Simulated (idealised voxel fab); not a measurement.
Process module, titled voxel gate over fins
Each square cell in cross-section cut measures 5 nm, and the section as a whole is 180 nm wide.
Bands, listed from the top down, are how a cross-section gets written in this document; the cross-section itself is a grid of square cells, and a band is one or more rows of them. For a band, the entry starts with two heights in nm, that of the top and then that of the bottom, and carries on with the band's materials in order from left to right, each alongside its width in nm; the word "full width" beside a single material means it fills the band edge to edge, and "empty" means empty space. We count height from 0. Below that, the starting wafer is all one material. The lowest band never ends at the bottom but goes on down; see "0 and below" for how that is written. The notation "30 to 40" denotes a width that varies across the rows of cells in the band, beginning at the first number in the top row, finishing at the second number in the bottom row, and changing by an identical amount from each row to the next. "changes: none" for a step: no cell of the cross-section changed in that step. Listed in "Enclosed cavities": every empty space of 8 or more cells without an open way to the top. Form: width x height at distance, the distance being from the left edge, all in nm. On a step's line, text after the settings is the simulator commenting on that step. What "overlay nm" on a step's line means: if the step has a mask, that mask lay this far to the right of its planned place, or, when the value is negative, to the left.

### Intended process steps
1 RECEIVE, material Si
2 CONFORMAL_DEP, material SiN, thk nm 10
3 MASKED_ETCH, tone cover, mask id FINS, width nm 15, pitch nm 60, etch materials SiN, depth nm 10, overlay nm 0
4 MASKED_ETCH, tone cover, mask id FINS, width nm 15, pitch nm 60, etch materials Si, depth nm 35, overlay nm 0
5 FILL_DEP, material SiO2, thk nm 15
6 CMP, height nm 10
7 MASKED_ETCH, tone open, mask id RAIL, width nm 15, etch materials SiO2, depth nm 40, overlay nm 0
8 CONFORMAL_DEP, material TiN, thk nm 5
9 FILL_DEP, material W, thk nm 10
10 CMP, height nm 10
11 SELECTIVE_ETCH, etch materials W Ru TiN, depth nm 25
12 FILL_DEP, material SiO2, thk nm 5
13 CMP, height nm 10
14 SELECTIVE_ETCH, etch materials SiO2, depth nm 20
15 STRIP, etch materials SiN
16 CONFORMAL_DEP, material HfO2, thk nm 5
17 CONFORMAL_DEP, material TiN, thk nm 5
18 FILL_DEP, material W, thk nm 10
19 CMP, height nm 15
20 CONFORMAL_DEP, material SiCN, thk nm 10

### Cross-section of the wafer as it came to us, i.e., already through step 1
	0 and below: Si full width
	Enclosed cavities: none

### Module complete - cross-section of the first of two wafers, run according to plan
	25 down to 15: SiCN full width
	15 down to 10: W full width
	10 down to 5: 40 nm W / 35 nm TiN / 25 nm W / 35 nm TiN / 45 nm W
	5 down to 0: 40 nm W / 5 nm TiN / 25 nm HfO2 / 5 nm TiN / 25 nm W / 5 nm TiN / 25 nm HfO2 / 5 nm TiN / 45 nm W
	0 down to -5: 45 nm TiN / 5 nm HfO2 / 15 nm Si / 5 nm HfO2 / 35 nm TiN / 5 nm HfO2 / 15 nm Si / 5 nm HfO2 / 50 nm TiN
	-5 down to -10: 50 nm HfO2 / 15 nm Si / 45 nm HfO2 / 15 nm Si / 55 nm HfO2
	-10 down to -15: 50 nm SiO2 / 15 nm Si / 45 nm SiO2 / 15 nm Si / 55 nm SiO2
	-15 down to -25: 50 nm SiO2 / 15 nm Si / 15 nm SiO2 / 5 nm TiN / 5 nm W / 5 nm TiN / 15 nm SiO2 / 15 nm Si / 55 nm SiO2
	-25 down to -30: 50 nm SiO2 / 15 nm Si / 15 nm SiO2 / 15 nm TiN / 15 nm SiO2 / 15 nm Si / 55 nm SiO2
	-30 down to -35: 50 nm SiO2 / 15 nm Si / 45 nm SiO2 / 15 nm Si / 55 nm SiO2
	-35 and below: Si full width
	Enclosed cavities: none

### Here's the second of our two wafers sectioned at module end. Same start as the first, same plan, but one mistake got made running it
	25 down to 15: SiCN full width
	15 down to 10: W full width
	10 down to 5: 40 nm W / 35 nm TiN / 25 nm W / 35 nm TiN / 45 nm W
	5 down to 0: 40 nm W / 5 nm TiN / 25 nm HfO2 / 5 nm TiN / 25 nm W / 5 nm TiN / 25 nm HfO2 / 5 nm TiN / 45 nm W
	0 down to -5: 45 nm TiN / 5 nm HfO2 / 15 nm Si / 5 nm HfO2 / 35 nm TiN / 5 nm HfO2 / 15 nm Si / 5 nm HfO2 / 50 nm TiN
	-5 down to -10: 35 nm HfO2 / 10 nm TiN / 5 nm HfO2 / 15 nm Si / 5 nm HfO2 / 10 nm TiN / 15 nm HfO2 / 10 nm TiN / 5 nm HfO2 / 15 nm Si / 5 nm HfO2 / 10 nm TiN / 40 nm HfO2
	-10 down to -15: 30 nm SiO2 / 5 nm HfO2 / 10 nm TiN / 5 nm HfO2 / 15 nm Si / 5 nm HfO2 / 5 nm TiN / 10 nm HfO2 / 5 nm SiO2 / 10 nm HfO2 / 5 nm TiN / 5 nm HfO2 / 15 nm Si / 5 nm HfO2 / 10 nm TiN / 5 nm HfO2 / 35 nm SiO2
	-15 down to -20: 30 nm SiO2 / 20 nm HfO2 / 15 nm Si / 15 nm HfO2 / 5 nm TiN / 5 nm W / 5 nm TiN / 15 nm HfO2 / 15 nm Si / 20 nm HfO2 / 35 nm SiO2
	-20 down to -25: 50 nm SiO2 / 15 nm Si / 15 nm SiO2 / 5 nm TiN / 5 nm W / 5 nm TiN / 15 nm SiO2 / 15 nm Si / 55 nm SiO2
	-25 down to -30: 50 nm SiO2 / 15 nm Si / 15 nm SiO2 / 15 nm TiN / 15 nm SiO2 / 15 nm Si / 55 nm SiO2
	-30 down to -35: 50 nm SiO2 / 15 nm Si / 45 nm SiO2 / 15 nm Si / 55 nm SiO2
	-35 and below: Si full width
	Enclosed cavities: none
The plan and the run diverged here: so 14 and 15 got swapped relative to the plan, each ran where the other was supposed to
Wrapping up, a cell-based count of both wafers puts the second over or under the first for these materials: +16 HfO2; -30 SiO2; +14 TiN
